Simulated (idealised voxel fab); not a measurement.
Process module, titled voxel self aligned vias
Each square cell in cross-section cut measures 5 nm, and the section as a whole is 210 nm wide.
Notation: cross-section as square-cell grid; stated in bands, top first, going down; one or more cell rows per band. Each band's line starts with the height of the band's top and of its bottom, in nm. Then come its materials from left to right, each with its width in nm. One material with "all across" fills the band from edge to edge. "empty" is empty space. It should be noted that heights are counted from 0, beneath which the wafer as supplied is of one material throughout, and that the lowest band possesses no lower boundary but continues downward, as written in "0 down". Think of "30->40" as a width that walks from the first number to the second as you go down the band, top row to bottom row, taking equal-sized steps from row to row. It should be understood that the words "nothing different", when stated for a given step, signify that the cross-section underwent no change in any of its cells during that step. "Enclosed internal cavities" contains a list of empty spaces, each no smaller than 8 cells and without an open way to the top, written in the form width x height at distance with the distance from the left edge and all three in nm. Read whatever lies past the settings on a step's line as the simulator's own remark about the step. What "overlay nm" on a step's line means: if the step has a mask, that mask lay this far to the right of its planned place, or, when the value is negative, to the left.

Listed below are the process steps as planned
1. RECEIVE: material Si
2. CONFORMAL_DEP: material SiO2, thk nm 10
3. CONFORMAL_DEP: material SiCN, thk nm 5
4. DIRECTIONAL_DEP: material SiO2, thk nm 30
5. PATTERN: tone open, mask id LINES, material resist, width nm 20, pitch nm 65, thk nm 15, overlay nm 0
6. DIRECTIONAL_ETCH: etch materials SiO2, depth nm 30
7. STRIP: etch materials resist
8. CONFORMAL_DEP: material TiN, thk nm 5
9. FILL_DEP: material W, thk nm 5
10. CMP: height nm 45
11. SELECTIVE_ETCH: etch materials W Ru TiN, depth nm 5
12. FILL_DEP: material SiN, thk nm 5
13. CMP: height nm 45
14. DIRECTIONAL_DEP: material SiO2, thk nm 20
15. DIRECTIONAL_DEP: material aC, thk nm 10
16. PATTERN: tone open, mask id VIAS, material resist, width nm 40, pitch nm 130, thk nm 30, overlay nm 0
17. DIRECTIONAL_ETCH: etch materials aC, depth nm 10
18. STRIP: etch materials resist
19. DIRECTIONAL_ETCH: etch materials SiO2, depth nm 20
20. DIRECTIONAL_ETCH: etch materials SiN, depth nm 5
21. STRIP: etch materials aC
22. CONFORMAL_DEP: material TiN, thk nm 5
23. FILL_DEP: material Cu, thk nm 5
24. CMP: height nm 65
25. CONFORMAL_DEP: material SiCN, thk nm 5

Delivered wafer in cross-section: state after step 1
* 0 down  Si all across
* Enclosed internal cavities: none

Module complete, cross-section. Starting point and plan per above. One mistake made in running the module
* 70 to 65  SiCN all across
* 65 to 45  SiO2 20, then TiN 5, then Cu 30, then TiN 5, then SiO2 90, then TiN 5, then Cu 30, then TiN 5, then SiO2 20
* 45 to 40  SiN 20, then TiN 40, then SiN 90, then TiN 40, then SiN 20
* 40 to 35  TiN 35, then W 10, then TiN 55, then W 10, then TiN 55, then W 10, then TiN 35
* 35 to 10  SiO2 30, then TiN 5, then W 10, then TiN 5, then SiO2 45, then TiN 5, then W 10, then TiN 5, then SiO2 45, then TiN 5, then W 10, then TiN 5, then SiO2 30
* 10 to 5  SiO2 30, then TiN 20, then SiO2 45, then TiN 20, then SiO2 45, then TiN 20, then SiO2 30
* 5 to 0  SiCN all across
* 0 down  Si all across
* Enclosed internal cavities: none
Which mistake was made when the wafer was run? no execution of plan step 2; skipped
